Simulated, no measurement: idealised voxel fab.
process module | voxel transistor to metal
cross-section cut | 160 nm wide | cells 5 nm
A cross-section is a grid of square cells, given in bands from the top down. A band is one or more rows of cells.
Each band's line starts with the height of the band's top and of its bottom, in nm. Then come its materials from left to right, each with its width in nm. One material with "throughout" fills the band from edge to edge. "air" is empty space.
Height 0 is the level under which the wafer as received is all one material. The lowest band goes on downwards, as in "0 down".
A width such as "30 to 40" changes by the same amount from each row of cells to the next, from the band's top row to its bottom row.
"no change" after a step means that no cell of the cross-section changed.
closed voids: empty space of 8 cells or more with no open way to the top, each as width x height at its distance from the left edge, in nm
after a step's settings: what the simulator itself notes on the step
overlay nm, on a step with a mask: how far to the right of its planned place the mask lay; to the left if negative
Each pair below shows a cross-section before one step and the cross-section after it, down to the lowest band that changed. The line under each pair gives the step between them, with its settings. The pairs can come from different runs of this module on the same starting wafer, so a pair continues from the pair above only where its "before" says so.
before
  40 to 25: air 25 | SiO2 20 | air 65 | SiO2 20 | air 30
  25 to 15: air 25 | SiO2 20 | air 10 | SiN 5 | air 5 | SiCN 25 | air 5 | SiN 5 | air 10 | SiO2 20 | air 30
  15 to 0: air 25 | SiO2 20 | air 10 | SiN 5 | air 5 | polySi 25 | air 5 | SiN 5 | air 10 | SiO2 20 | air 30
  0 to -5: air 15 | SiN 5 | air 5 | SiO2 20 | air 10 | SiN 5 | air 5 | polySi 25 | air 5 | SiN 5 | air 10 | SiO2 20 | air 5 | SiN 5 | air 20
  -5 to -10: air 15 | SiO2 5 | air 5 | SiO2 20 | air 5 | nSi 5 | SiO2 5 | air 5 | SiO2 25 | air 5 | SiO2 5 | nSi 5 | air 5 | SiO2 20 | air 5 | SiO2 5 | air 20
  -10 to -15: SiO2 20 | nSi 35 | Si 45 | nSi 35 | SiO2 25
  -15 to -40: SiO2 20 | Si 115 | SiO2 25
  -40 down: Si throughout
  closed voids: none
after
  45 to 40: air 20 | TiN 30 | air 55 | TiN 30 | air 25
  40 to 30: air 20 | TiN 5 | SiO2 20 | TiN 5 | air 55 | TiN 5 | SiO2 20 | TiN 5 | air 25
  30 to 25: air 20 | TiN 5 | SiO2 20 | TiN 65 | SiO2 20 | TiN 5 | air 25
  25 to 15: air 20 | TiN 5 | SiO2 20 | TiN 10 | SiN 5 | TiN 5 | SiCN 25 | TiN 5 | SiN 5 | TiN 10 | SiO2 20 | TiN 5 | air 25
  15 to 5: air 20 | TiN 5 | SiO2 20 | TiN 10 | SiN 5 | TiN 5 | polySi 25 | TiN 5 | SiN 5 | TiN 10 | SiO2 20 | TiN 5 | air 25
  5 to 0: air 10 | TiN 15 | SiO2 20 | TiN 10 | SiN 5 | TiN 5 | polySi 25 | TiN 5 | SiN 5 | TiN 10 | SiO2 20 | TiN 15 | air 15
  0 to -5: air 10 | TiN 5 | SiN 5 | TiN 5 | SiO2 20 | TiN 10 | SiN 5 | TiN 5 | polySi 25 | TiN 5 | SiN 5 | TiN 10 | SiO2 20 | TiN 5 | SiN 5 | TiN 5 | air 15
  -5 to -10: TiN 15 | SiO2 5 | TiN 5 | SiO2 20 | TiN 5 | nSi 5 | SiO2 5 | TiN 5 | SiO2 25 | TiN 5 | SiO2 5 | nSi 5 | TiN 5 | SiO2 20 | TiN 5 | SiO2 5 | TiN 20
  below -10: unchanged
  closed voids: none
the step between: op CONFORMAL_DEP | material TiN | thk nm 5
before: the cross-section after the pair above
after
  50 to 45: Ru throughout
  45 to 40: Ru 20 | TiN 30 | Ru 55 | TiN 30 | Ru 25
  40 to 30: Ru 20 | TiN 5 | SiO2 20 | TiN 5 | Ru 55 | TiN 5 | SiO2 20 | TiN 5 | Ru 25
  30 to 25: Ru 20 | TiN 5 | SiO2 20 | TiN 65 | SiO2 20 | TiN 5 | Ru 25
  25 to 15: Ru 20 | TiN 5 | SiO2 20 | TiN 10 | SiN 5 | TiN 5 | SiCN 25 | TiN 5 | SiN 5 | TiN 10 | SiO2 20 | TiN 5 | Ru 25
  15 to 5: Ru 20 | TiN 5 | SiO2 20 | TiN 10 | SiN 5 | TiN 5 | polySi 25 | TiN 5 | SiN 5 | TiN 10 | SiO2 20 | TiN 5 | Ru 25
  5 to 0: Ru 10 | TiN 15 | SiO2 20 | TiN 10 | SiN 5 | TiN 5 | polySi 25 | TiN 5 | SiN 5 | TiN 10 | SiO2 20 | TiN 15 | Ru 15
  0 to -5: Ru 10 | TiN 5 | SiN 5 | TiN 5 | SiO2 20 | TiN 10 | SiN 5 | TiN 5 | polySi 25 | TiN 5 | SiN 5 | TiN 10 | SiO2 20 | TiN 5 | SiN 5 | TiN 5 | Ru 15
  below -5: unchanged
  closed voids: none
the step between: op FILL_DEP | material Ru | thk nm 5
before: the cross-section after the pair above
after
  40 to 30: Ru 20 | TiN 5 | SiO2 20 | TiN 5 | Ru 55 | TiN 5 | SiO2 20 | TiN 5 | Ru 25
  below 30: unchanged
  closed voids: none
the step between: op CMP | height nm 40
before: the cross-section after the pair above
after
  45 to 40: TiN throughout
  below 40: unchanged
  closed voids: none
the step between: op DIRECTIONAL_DEP | material TiN | thk nm 5
before: the cross-section after the pair above
after
  65 to 45: Ru throughout
  below 45: unchanged
  closed voids: none
the step between: op DIRECTIONAL_DEP | material Ru | thk nm 20
before: the cross-section after the pair above
after
  85 to 65: air 25 | resist 20 | air 65 | resist 20 | air 30
  below 65: unchanged
  closed voids: none
the step between: op PATTERN | tone cover | mask id METAL_1 | material resist | width nm 20 | pitch nm 85 | thk nm 20 | overlay nm 0
before: the cross-section after the pair above
after
  85 to 65: air 25 | resist 20 | air 65 | resist 20 | air 30
  65 to 45: air 25 | Ru 20 | air 65 | Ru 20 | air 30
  below 45: unchanged
  closed voids: none
the step between: op DIRECTIONAL_ETCH | etch materials Ru | depth nm 20
before: the cross-section after the pair above
after
  85 to 65: air 25 | resist 20 | air 65 | resist 20 | air 30
  65 to 45: air 25 | Ru 20 | air 65 | Ru 20 | air 30
  45 to 40: air 25 | TiN 20 | air 65 | TiN 20 | air 30
  below 40: unchanged
  closed voids: none
the step between: op DIRECTIONAL_ETCH | etch materials TiN | depth nm 5
before: the cross-section after the pair above
after
  65 to 45: air 25 | Ru 20 | air 65 | Ru 20 | air 30
  below 45: unchanged
  closed voids: none
the step between: op STRIP | etch materials resist
before: the cross-section after the pair above
after
  70 to 65: air 20 | SiN 30 | air 55 | SiN 30 | air 25
  65 to 45: air 20 | SiN 5 | Ru 20 | SiN 5 | air 55 | SiN 5 | Ru 20 | SiN 5 | air 25
  45 to 40: SiN 25 | TiN 20 | SiN 65 | TiN 20 | SiN 30
  below 40: unchanged
  closed voids: none
the step between: op CONFORMAL_DEP | material SiN | thk nm 5
before: the cross-section after the pair above
after
  80 to 70: SiO2 throughout
  70 to 65: SiO2 20 | SiN 30 | SiO2 55 | SiN 30 | SiO2 25
  65 to 45: SiO2 20 | SiN 5 | Ru 20 | SiN 5 | SiO2 55 | SiN 5 | Ru 20 | SiN 5 | SiO2 25
  below 45: unchanged
  closed voids: none
the step between: op FILL_DEP | material SiO2 | thk nm 10
before: the cross-section after the pair above
after
  65 to 45: SiO2 20 | SiN 5 | Ru 20 | SiN 5 | SiO2 55 | SiN 5 | Ru 20 | SiN 5 | SiO2 25
  below 45: unchanged
  closed voids: none
the step between: op CMP | height nm 65
before: the cross-section after the pair above
after
  70 to 65: SiCN throughout
  below 65: unchanged
  closed voids: none
the step between: op CONFORMAL_DEP | material SiCN | thk nm 5
